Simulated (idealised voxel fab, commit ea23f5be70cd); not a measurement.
process module | voxel transistor to metal
cross-section cut | 185 nm wide | cells 5 nm
A cross-section is a grid of square cells, given in bands from the top down. A band is one or more rows of cells.
Each band's line starts with the height of the band's top and of its bottom, in nm. Then come its materials from left to right, each with its width in nm. One material with "throughout" fills the band from edge to edge. "air" is empty space.
Height 0 is the level under which the wafer as received is all one material. The lowest band goes on downwards, as in "0 down".
A width such as "30 to 40" changes by the same amount from each row of cells to the next, from the band's top row to its bottom row.
"no change" after a step means that no cell of the cross-section changed.
closed voids: empty space of 8 cells or more with no open way to the top, each as width x height at its distance from the left edge, in nm
after a step's settings: what the simulator itself notes on the step
overlay nm, on a step with a mask: how far to the right of its planned place the mask lay; to the left if negative
plan
1 op RECEIVE | material Si
2 op OXIDIZE | depth nm 5
3 op CONFORMAL_DEP | material SiN | thk nm 15
4 op MASKED_ETCH | tone cover | mask id ACTIVE | width nm 110 | etch materials SiN | depth nm 15 | overlay nm 0
5 op MASKED_ETCH | tone cover | mask id ACTIVE | width nm 110 | etch materials SiO2 | depth nm 5 | overlay nm 0
6 op MASKED_ETCH | tone cover | mask id ACTIVE | width nm 110 | etch materials Si | depth nm 30 | overlay nm 0
7 op FILL_DEP | material SiO2 | thk nm 10
8 op CMP | height nm 15
9 op SELECTIVE_ETCH | etch materials SiO2 | depth nm 5
10 op STRIP | etch materials SiN
11 op SELECTIVE_ETCH | etch materials SiO2 | depth nm 5
12 op OXIDIZE | depth nm 5
13 op DIRECTIONAL_DEP | material polySi | thk nm 20
14 op DIRECTIONAL_DEP | material SiCN | thk nm 15
15 op MASKED_ETCH | tone cover | mask id GATE | width nm 20 | etch materials SiCN | depth nm 25 | overlay nm 0
16 op MASKED_ETCH | tone cover | mask id GATE | width nm 20 | etch materials polySi | depth nm 30 | overlay nm 0
17 op CONFORMAL_DEP | material SiN | thk nm 10
18 op DIRECTIONAL_ETCH | etch materials SiN | depth nm 10
19 op DIRECTIONAL_ETCH | etch materials SiO2 | depth nm 5
20 op DIRECTIONAL_ETCH | etch materials Si | depth nm 5
21 op EPI | material nSi | thk nm 5
22 op FILL_DEP | material SiO2 | thk nm 5
23 op CMP | height nm 30
24 op DIRECTIONAL_DEP | material SiO2 | thk nm 15
25 op DIRECTIONAL_DEP | material aC | thk nm 10
26 op PATTERN | tone open | mask id CONTACT | material resist | width nm 20 | pitch nm 80 | thk nm 30 | overlay nm 0
27 op DIRECTIONAL_ETCH | etch materials aC | depth nm 10
28 op STRIP | etch materials resist
29 op DIRECTIONAL_ETCH | etch materials SiO2 | depth nm 55
30 op STRIP | etch materials aC
31 op CONFORMAL_DEP | material TiN | thk nm 5
32 op FILL_DEP | material Ru | thk nm 10
33 op CMP | height nm 45
34 op CONFORMAL_DEP | material SiN | thk nm 5
35 op DIRECTIONAL_DEP | material SiO2 | thk nm 15
36 op MASKED_ETCH | tone open | mask id METAL_1 | width nm 20 | pitch nm 80 | etch materials SiO2 | depth nm 15 | overlay nm 0
37 op MASKED_ETCH | tone open | mask id METAL_1 | width nm 20 | pitch nm 80 | etch materials SiN | depth nm 5 | overlay nm 0
38 op CONFORMAL_DEP | material TiN | thk nm 5
39 op FILL_DEP | material Cu | thk nm 5
40 op CMP | height nm 65
41 op EPI | material Ru | thk nm 5
42 op FILL_DEP | material SiCN | thk nm 5
43 op DIRECTIONAL_DEP | material lowk | thk nm 30
44 op MASKED_ETCH | tone open | mask id METAL_2 | width nm 20 | pitch nm 80 | etch materials lowk | depth nm 15 | overlay nm 0
45 op PATTERN | tone open | mask id METAL_2_HOLES | material resist | width nm 15 | pitch nm 80 | thk nm 15 | overlay nm 0
46 op DIRECTIONAL_ETCH | etch materials lowk | depth nm 15
47 op DIRECTIONAL_ETCH | etch materials SiCN | depth nm 5
48 op STRIP | etch materials resist
49 op CONFORMAL_DEP | material TiN | thk nm 5
50 op FILL_DEP | material Cu | thk nm 10
51 op CMP | height nm 105
52 op CONFORMAL_DEP | material SiCN | thk nm 5
first wafer, as planned
as received, after step 1
  0 down: Si throughout
  closed voids: none
after step 2
  0 to -5: SiO2 throughout
  below -5: unchanged
after step 3
  15 to 0: SiN throughout
  below 0: unchanged
after step 4
  15 to 0: air 35 | SiN 110 | air 40
  below 0: unchanged
after step 5
  15 to 0: air 35 | SiN 110 | air 40
  0 to -5: air 35 | SiO2 110 | air 40
  below -5: unchanged
after step 6
  15 to 0: air 35 | SiN 110 | air 40
  0 to -5: air 35 | SiO2 110 | air 40
  -5 to -35: air 35 | Si 110 | air 40
  below -35: unchanged
after step 7
  25 to 15: SiO2 throughout
  15 to 0: SiO2 35 | SiN 110 | SiO2 40
  0 to -5: SiO2 throughout
  -5 to -35: SiO2 35 | Si 110 | SiO2 40
  below -35: unchanged
after step 8
  15 to 0: SiO2 35 | SiN 110 | SiO2 40
  below 0: unchanged
after step 9
  15 to 10: air 35 | SiN 110 | air 40
  below 10: unchanged
after step 10
  10 to 0: SiO2 35 | air 110 | SiO2 40
  below 0: unchanged
after step 11
  5 to -5: SiO2 30 | air 120 | SiO2 35
  below -5: unchanged
after step 12
  5 to -5: SiO2 30 | air 120 | SiO2 35
  -5 to -10: SiO2 throughout
  below -10: unchanged
after step 13
  25 to 15: polySi 30 | air 120 | polySi 35
  15 to 5: polySi throughout
  5 to -5: SiO2 30 | polySi 120 | SiO2 35
  below -5: unchanged
after step 14
  40 to 30: SiCN 30 | air 120 | SiCN 35
  30 to 25: SiCN throughout
  25 to 15: polySi 30 | SiCN 120 | polySi 35
  below 15: unchanged
after step 15
  30 to 25: air 80 | SiCN 20 | air 85
  25 to 15: polySi 30 | air 50 | SiCN 20 | air 50 | polySi 35
  below 15: unchanged
after step 16
  30 to 15: air 80 | SiCN 20 | air 85
  15 to 5: air 80 | polySi 20 | air 85
  5 to -5: SiO2 30 | air 50 | polySi 20 | air 50 | SiO2 35
  below -5: unchanged
after step 17
  40 to 30: air 70 | SiN 40 | air 75
  30 to 15: air 70 | SiN 10 | SiCN 20 | SiN 10 | air 75
  15 to 5: SiN 40 | air 30 | SiN 10 | polySi 20 | SiN 10 | air 30 | SiN 45
  5 to -5: SiO2 30 | SiN 50 | polySi 20 | SiN 50 | SiO2 35
  below -5: unchanged
after step 18
  30 to 15: air 70 | SiN 10 | SiCN 20 | SiN 10 | air 75
  15 to 5: air 70 | SiN 10 | polySi 20 | SiN 10 | air 75
  5 to -5: SiO2 30 | SiN 10 | air 30 | SiN 10 | polySi 20 | SiN 10 | air 30 | SiN 10 | SiO2 35
  below -5: unchanged
after step 19
  30 to 15: air 70 | SiN 10 | SiCN 20 | SiN 10 | air 75
  15 to 5: air 70 | SiN 10 | polySi 20 | SiN 10 | air 75
  5 to 0: air 30 | SiN 10 | air 30 | SiN 10 | polySi 20 | SiN 10 | air 30 | SiN 10 | air 35
  0 to -5: SiO2 30 | SiN 10 | air 30 | SiN 10 | polySi 20 | SiN 10 | air 30 | SiN 10 | SiO2 35
  -5 to -10: SiO2 40 | air 30 | SiO2 40 | air 30 | SiO2 45
  below -10: unchanged
after step 20
  30 to 15: air 70 | SiN 10 | SiCN 20 | SiN 10 | air 75
  15 to 5: air 70 | SiN 10 | polySi 20 | SiN 10 | air 75
  5 to 0: air 30 | SiN 10 | air 30 | SiN 10 | polySi 20 | SiN 10 | air 30 | SiN 10 | air 35
  0 to -5: SiO2 30 | SiN 10 | air 30 | SiN 10 | polySi 20 | SiN 10 | air 30 | SiN 10 | SiO2 35
  -5 to -10: SiO2 40 | air 30 | SiO2 40 | air 30 | SiO2 45
  -10 to -15: SiO2 35 | Si 5 | air 30 | Si 40 | air 30 | Si 5 | SiO2 40
  below -15: unchanged
after step 21
  30 to 15: air 70 | SiN 10 | SiCN 20 | SiN 10 | air 75
  15 to 5: air 70 | SiN 10 | polySi 20 | SiN 10 | air 75
  5 to 0: air 30 | SiN 10 | air 30 | SiN 10 | polySi 20 | SiN 10 | air 30 | SiN 10 | air 35
  0 to -5: SiO2 30 | SiN 10 | air 30 | SiN 10 | polySi 20 | SiN 10 | air 30 | SiN 10 | SiO2 35
  -5 to -10: SiO2 40 | nSi 5 | air 20 | nSi 5 | SiO2 40 | nSi 5 | air 20 | nSi 5 | SiO2 45
  -10 to -15: SiO2 35 | Si 5 | nSi 30 | Si 40 | nSi 30 | Si 5 | SiO2 40
  below -15: unchanged
after step 22
  35 to 30: SiO2 throughout
  30 to 15: SiO2 70 | SiN 10 | SiCN 20 | SiN 10 | SiO2 75
  15 to 5: SiO2 70 | SiN 10 | polySi 20 | SiN 10 | SiO2 75
  5 to -5: SiO2 30 | SiN 10 | SiO2 30 | SiN 10 | polySi 20 | SiN 10 | SiO2 30 | SiN 10 | SiO2 35
  -5 to -10: SiO2 40 | nSi 5 | SiO2 20 | nSi 5 | SiO2 40 | nSi 5 | SiO2 20 | nSi 5 | SiO2 45
  below -10: unchanged
after step 23
  30 to 15: SiO2 70 | SiN 10 | SiCN 20 | SiN 10 | SiO2 75
  below 15: unchanged
after step 24
  45 to 30: SiO2 throughout
  below 30: unchanged
after step 25
  55 to 45: aC throughout
  below 45: unchanged
after step 26
  85 to 55: resist 40 | air 20 | resist 60 | air 20 | resist 45
  below 55: unchanged
after step 27
  75 to 55: resist 40 | air 20 | resist 60 | air 20 | resist 45
  55 to 45: aC 40 | air 20 | aC 60 | air 20 | aC 45
  below 45: unchanged
after step 28
  55 to 45: aC 40 | air 20 | aC 60 | air 20 | aC 45
  below 45: unchanged
after step 29
  55 to 45: aC 40 | air 20 | aC 60 | air 20 | aC 45
  45 to 30: SiO2 40 | air 20 | SiO2 60 | air 20 | SiO2 45
  30 to 15: SiO2 40 | air 20 | SiO2 10 | SiN 10 | SiCN 20 | SiN 10 | SiO2 10 | air 20 | SiO2 45
  15 to 5: SiO2 40 | air 20 | SiO2 10 | SiN 10 | polySi 20 | SiN 10 | SiO2 10 | air 20 | SiO2 45
  5 to -5: SiO2 30 | SiN 10 | air 20 | SiO2 10 | SiN 10 | polySi 20 | SiN 10 | SiO2 10 | air 20 | SiN 10 | SiO2 35
  -5 to -10: SiO2 40 | nSi 5 | air 15 | SiO2 5 | nSi 5 | SiO2 40 | nSi 5 | SiO2 5 | air 15 | nSi 5 | SiO2 45
  below -10: unchanged
after step 30
  45 to 30: SiO2 40 | air 20 | SiO2 60 | air 20 | SiO2 45
  below 30: unchanged
after step 31
  50 to 45: TiN 45 | air 10 | TiN 70 | air 10 | TiN 50
  45 to 30: SiO2 40 | TiN 5 | air 10 | TiN 5 | SiO2 60 | TiN 5 | air 10 | TiN 5 | SiO2 45
  30 to 15: SiO2 40 | TiN 5 | air 10 | TiN 5 | SiO2 10 | SiN 10 | SiCN 20 | SiN 10 | SiO2 10 | TiN 5 | air 10 | TiN 5 | SiO2 45
  15 to 5: SiO2 40 | TiN 5 | air 10 | TiN 5 | SiO2 10 | SiN 10 | polySi 20 | SiN 10 | SiO2 10 | TiN 5 | air 10 | TiN 5 | SiO2 45
  5 to -5: SiO2 30 | SiN 10 | TiN 5 to 10 | air 10 to 5 | TiN 5 | SiO2 10 | SiN 10 | polySi 20 | SiN 10 | SiO2 10 | TiN 5 | air 10 to 5 | TiN 5 to 10 | SiN 10 | SiO2 35
  -5 to -10: SiO2 40 | nSi 5 | TiN 15 | SiO2 5 | nSi 5 | SiO2 40 | nSi 5 | SiO2 5 | TiN 15 | nSi 5 | SiO2 45
  below -10: unchanged
after step 32
  60 to 50: Ru throughout
  50 to 45: TiN 45 | Ru 10 | TiN 70 | Ru 10 | TiN 50
  45 to 30: SiO2 40 | TiN 5 | Ru 10 | TiN 5 | SiO2 60 | TiN 5 | Ru 10 | TiN 5 | SiO2 45
  30 to 15: SiO2 40 | TiN 5 | Ru 10 | TiN 5 | SiO2 10 | SiN 10 | SiCN 20 | SiN 10 | SiO2 10 | TiN 5 | Ru 10 | TiN 5 | SiO2 45
  15 to 5: SiO2 40 | TiN 5 | Ru 10 | TiN 5 | SiO2 10 | SiN 10 | polySi 20 | SiN 10 | SiO2 10 | TiN 5 | Ru 10 | TiN 5 | SiO2 45
  5 to -5: SiO2 30 | SiN 10 | TiN 5 to 10 | Ru 10 to 5 | TiN 5 | SiO2 10 | SiN 10 | polySi 20 | SiN 10 | SiO2 10 | TiN 5 | Ru 10 to 5 | TiN 5 to 10 | SiN 10 | SiO2 35
  below -5: unchanged
after step 33
  45 to 30: SiO2 40 | TiN 5 | Ru 10 | TiN 5 | SiO2 60 | TiN 5 | Ru 10 | TiN 5 | SiO2 45
  below 30: unchanged
after step 34
  50 to 45: SiN throughout
  below 45: unchanged
after step 35
  65 to 50: SiO2 throughout
  below 50: unchanged
after step 36
  65 to 50: SiO2 40 | air 20 | SiO2 60 | air 20 | SiO2 45
  below 50: unchanged
after step 37
  65 to 50: SiO2 40 | air 20 | SiO2 60 | air 20 | SiO2 45
  50 to 45: SiN 40 | air 20 | SiN 60 | air 20 | SiN 45
  below 45: unchanged
after step 38
  70 to 65: TiN 45 | air 10 | TiN 70 | air 10 | TiN 50
  65 to 50: SiO2 40 | TiN 5 | air 10 | TiN 5 | SiO2 60 | TiN 5 | air 10 | TiN 5 | SiO2 45
  50 to 45: SiN 40 | TiN 20 | SiN 60 | TiN 20 | SiN 45
  below 45: unchanged
after step 39
  75 to 70: Cu throughout
  70 to 65: TiN 45 | Cu 10 | TiN 70 | Cu 10 | TiN 50
  65 to 50: SiO2 40 | TiN 5 | Cu 10 | TiN 5 | SiO2 60 | TiN 5 | Cu 10 | TiN 5 | SiO2 45
  below 50: unchanged
after step 40
  65 to 50: SiO2 40 | TiN 5 | Cu 10 | TiN 5 | SiO2 60 | TiN 5 | Cu 10 | TiN 5 | SiO2 45
  below 50: unchanged
after step 41
  70 to 65: air 35 | Ru 30 | air 50 | Ru 30 | air 40
  below 65: unchanged
after step 42
  75 to 70: SiCN throughout
  70 to 65: SiCN 35 | Ru 30 | SiCN 50 | Ru 30 | SiCN 40
  below 65: unchanged
after step 43
  105 to 75: lowk throughout
  below 75: unchanged
after step 44
  105 to 90: lowk 40 | air 20 | lowk 60 | air 20 | lowk 45
  below 90: unchanged
after step 45
  120 to 105: resist 40 | air 15 | resist 65 | air 15 | resist 50
  105 to 90: lowk 40 | air 15 | resist 5 | lowk 60 | air 15 | resist 5 | lowk 45
  below 90: unchanged
after step 46
  120 to 105: resist 40 | air 15 | resist 65 | air 15 | resist 50
  105 to 90: lowk 40 | air 15 | resist 5 | lowk 60 | air 15 | resist 5 | lowk 45
  90 to 75: lowk 40 | air 15 | lowk 65 | air 15 | lowk 50
  below 75: unchanged
after step 47
  120 to 105: resist 40 | air 15 | resist 65 | air 15 | resist 50
  105 to 90: lowk 40 | air 15 | resist 5 | lowk 60 | air 15 | resist 5 | lowk 45
  90 to 75: lowk 40 | air 15 | lowk 65 | air 15 | lowk 50
  75 to 70: SiCN 40 | air 15 | SiCN 65 | air 15 | SiCN 50
  below 70: unchanged
after step 48
  105 to 90: lowk 40 | air 20 | lowk 60 | air 20 | lowk 45
  below 90: unchanged
after step 49
  110 to 105: TiN 45 | air 10 | TiN 70 | air 10 | TiN 50
  105 to 95: lowk 40 | TiN 5 | air 10 | TiN 5 | lowk 60 | TiN 5 | air 10 | TiN 5 | lowk 45
  95 to 90: lowk 40 | TiN 5 | air 5 | TiN 10 | lowk 60 | TiN 5 | air 5 | TiN 10 | lowk 45
  90 to 75: lowk 40 | TiN 5 | air 5 | TiN 5 | lowk 65 | TiN 5 | air 5 | TiN 5 | lowk 50
  75 to 70: SiCN 40 | TiN 15 | SiCN 65 | TiN 15 | SiCN 50
  below 70: unchanged
after step 50
  120 to 110: Cu throughout
  110 to 105: TiN 45 | Cu 10 | TiN 70 | Cu 10 | TiN 50
  105 to 95: lowk 40 | TiN 5 | Cu 10 | TiN 5 | lowk 60 | TiN 5 | Cu 10 | TiN 5 | lowk 45
  95 to 90: lowk 40 | TiN 5 | Cu 5 | TiN 10 | lowk 60 | TiN 5 | Cu 5 | TiN 10 | lowk 45
  90 to 75: lowk 40 | TiN 5 | Cu 5 | TiN 5 | lowk 65 | TiN 5 | Cu 5 | TiN 5 | lowk 50
  below 75: unchanged
after step 51
  105 to 95: lowk 40 | TiN 5 | Cu 10 | TiN 5 | lowk 60 | TiN 5 | Cu 10 | TiN 5 | lowk 45
  below 95: unchanged
after step 52
  110 to 105: SiCN throughout
  below 105: unchanged
second wafer: like start, like plan, one mistake. Through step 23 it matches the first wafer
when step 24 should have ended
  60 to 30: SiO2 throughout
  below 30: unchanged
when step 25 should have ended
  70 to 60: aC throughout
  below 60: unchanged
when step 26 should have ended
  100 to 70: resist 40 | air 20 | resist 60 | air 20 | resist 45
  below 70: unchanged
when step 27 should have ended
  90 to 70: resist 40 | air 20 | resist 60 | air 20 | resist 45
  70 to 60: aC 40 | air 20 | aC 60 | air 20 | aC 45
  below 60: unchanged
when step 28 should have ended
  70 to 60: aC 40 | air 20 | aC 60 | air 20 | aC 45
  below 60: unchanged
when step 29 should have ended
  70 to 60: aC 40 | air 20 | aC 60 | air 20 | aC 45
  60 to 30: SiO2 40 | air 20 | SiO2 60 | air 20 | SiO2 45
  30 to 15: SiO2 40 | air 20 | SiO2 10 | SiN 10 | SiCN 20 | SiN 10 | SiO2 10 | air 20 | SiO2 45
  15 to 5: SiO2 40 | air 20 | SiO2 10 | SiN 10 | polySi 20 | SiN 10 | SiO2 10 | air 20 | SiO2 45
  below 5: unchanged
when step 30 should have ended
  60 to 30: SiO2 40 | air 20 | SiO2 60 | air 20 | SiO2 45
  below 30: unchanged
when step 31 should have ended
  65 to 60: TiN 45 | air 10 | TiN 70 | air 10 | TiN 50
  60 to 30: SiO2 40 | TiN 5 | air 10 | TiN 5 | SiO2 60 | TiN 5 | air 10 | TiN 5 | SiO2 45
  30 to 15: SiO2 40 | TiN 5 | air 10 | TiN 5 | SiO2 10 | SiN 10 | SiCN 20 | SiN 10 | SiO2 10 | TiN 5 | air 10 | TiN 5 | SiO2 45
  15 to 10: SiO2 40 | TiN 5 | air 10 | TiN 5 | SiO2 10 | SiN 10 | polySi 20 | SiN 10 | SiO2 10 | TiN 5 | air 10 | TiN 5 | SiO2 45
  10 to 5: SiO2 40 | TiN 20 | SiO2 10 | SiN 10 | polySi 20 | SiN 10 | SiO2 10 | TiN 20 | SiO2 45
  below 5: unchanged
when step 32 should have ended
  75 to 65: Ru throughout
  65 to 60: TiN 45 | Ru 10 | TiN 70 | Ru 10 | TiN 50
  60 to 30: SiO2 40 | TiN 5 | Ru 10 | TiN 5 | SiO2 60 | TiN 5 | Ru 10 | TiN 5 | SiO2 45
  30 to 15: SiO2 40 | TiN 5 | Ru 10 | TiN 5 | SiO2 10 | SiN 10 | SiCN 20 | SiN 10 | SiO2 10 | TiN 5 | Ru 10 | TiN 5 | SiO2 45
  15 to 10: SiO2 40 | TiN 5 | Ru 10 | TiN 5 | SiO2 10 | SiN 10 | polySi 20 | SiN 10 | SiO2 10 | TiN 5 | Ru 10 | TiN 5 | SiO2 45
  below 10: unchanged
when step 33 should have ended
  45 to 30: SiO2 40 | TiN 5 | Ru 10 | TiN 5 | SiO2 60 | TiN 5 | Ru 10 | TiN 5 | SiO2 45
  below 30: unchanged
when step 34 should have ended
  50 to 45: SiN throughout
  below 45: unchanged
when step 35 should have ended
  65 to 50: SiO2 throughout
  below 50: unchanged
when step 36 should have ended
  65 to 50: SiO2 40 | air 20 | SiO2 60 | air 20 | SiO2 45
  below 50: unchanged
when step 37 should have ended
  65 to 50: SiO2 40 | air 20 | SiO2 60 | air 20 | SiO2 45
  50 to 45: SiN 40 | air 20 | SiN 60 | air 20 | SiN 45
  below 45: unchanged
when step 38 should have ended
  70 to 65: TiN 45 | air 10 | TiN 70 | air 10 | TiN 50
  65 to 50: SiO2 40 | TiN 5 | air 10 | TiN 5 | SiO2 60 | TiN 5 | air 10 | TiN 5 | SiO2 45
  50 to 45: SiN 40 | TiN 20 | SiN 60 | TiN 20 | SiN 45
  below 45: unchanged
when step 39 should have ended
  75 to 70: Cu throughout
  70 to 65: TiN 45 | Cu 10 | TiN 70 | Cu 10 | TiN 50
  65 to 50: SiO2 40 | TiN 5 | Cu 10 | TiN 5 | SiO2 60 | TiN 5 | Cu 10 | TiN 5 | SiO2 45
  below 50: unchanged
when step 40 should have ended
  65 to 50: SiO2 40 | TiN 5 | Cu 10 | TiN 5 | SiO2 60 | TiN 5 | Cu 10 | TiN 5 | SiO2 45
  below 50: unchanged
when step 41 should have ended
  70 to 65: air 35 | Ru 30 | air 50 | Ru 30 | air 40
  below 65: unchanged
when step 42 should have ended
  75 to 70: SiCN throughout
  70 to 65: SiCN 35 | Ru 30 | SiCN 50 | Ru 30 | SiCN 40
  below 65: unchanged
when step 43 should have ended
  105 to 75: lowk throughout
  below 75: unchanged
when step 44 should have ended
  105 to 90: lowk 40 | air 20 | lowk 60 | air 20 | lowk 45
  below 90: unchanged
when step 45 should have ended
  120 to 105: resist 40 | air 15 | resist 65 | air 15 | resist 50
  105 to 90: lowk 40 | air 15 | resist 5 | lowk 60 | air 15 | resist 5 | lowk 45
  below 90: unchanged
when step 46 should have ended
  120 to 105: resist 40 | air 15 | resist 65 | air 15 | resist 50
  105 to 90: lowk 40 | air 15 | resist 5 | lowk 60 | air 15 | resist 5 | lowk 45
  90 to 75: lowk 40 | air 15 | lowk 65 | air 15 | lowk 50
  below 75: unchanged
when step 47 should have ended
  120 to 105: resist 40 | air 15 | resist 65 | air 15 | resist 50
  105 to 90: lowk 40 | air 15 | resist 5 | lowk 60 | air 15 | resist 5 | lowk 45
  90 to 75: lowk 40 | air 15 | lowk 65 | air 15 | lowk 50
  75 to 70: SiCN 40 | air 15 | SiCN 65 | air 15 | SiCN 50
  below 70: unchanged
when step 48 should have ended
  105 to 90: lowk 40 | air 20 | lowk 60 | air 20 | lowk 45
  below 90: unchanged
when step 49 should have ended
  110 to 105: TiN 45 | air 10 | TiN 70 | air 10 | TiN 50
  105 to 95: lowk 40 | TiN 5 | air 10 | TiN 5 | lowk 60 | TiN 5 | air 10 | TiN 5 | lowk 45
  95 to 90: lowk 40 | TiN 5 | air 5 | TiN 10 | lowk 60 | TiN 5 | air 5 | TiN 10 | lowk 45
  90 to 75: lowk 40 | TiN 5 | air 5 | TiN 5 | lowk 65 | TiN 5 | air 5 | TiN 5 | lowk 50
  75 to 70: SiCN 40 | TiN 15 | SiCN 65 | TiN 15 | SiCN 50
  below 70: unchanged
when step 50 should have ended
  120 to 110: Cu throughout
  110 to 105: TiN 45 | Cu 10 | TiN 70 | Cu 10 | TiN 50
  105 to 95: lowk 40 | TiN 5 | Cu 10 | TiN 5 | lowk 60 | TiN 5 | Cu 10 | TiN 5 | lowk 45
  95 to 90: lowk 40 | TiN 5 | Cu 5 | TiN 10 | lowk 60 | TiN 5 | Cu 5 | TiN 10 | lowk 45
  90 to 75: lowk 40 | TiN 5 | Cu 5 | TiN 5 | lowk 65 | TiN 5 | Cu 5 | TiN 5 | lowk 50
  below 75: unchanged
when step 51 should have ended
  105 to 95: lowk 40 | TiN 5 | Cu 10 | TiN 5 | lowk 60 | TiN 5 | Cu 10 | TiN 5 | lowk 45
  below 95: unchanged
when step 52 should have ended
  110 to 105: SiCN throughout
  below 105: unchanged
what went wrong: step 24 was run twice
at the end the second wafer has, in cells: 10 fewer of Ru | 22 more of SiO2 | 12 fewer of TiN
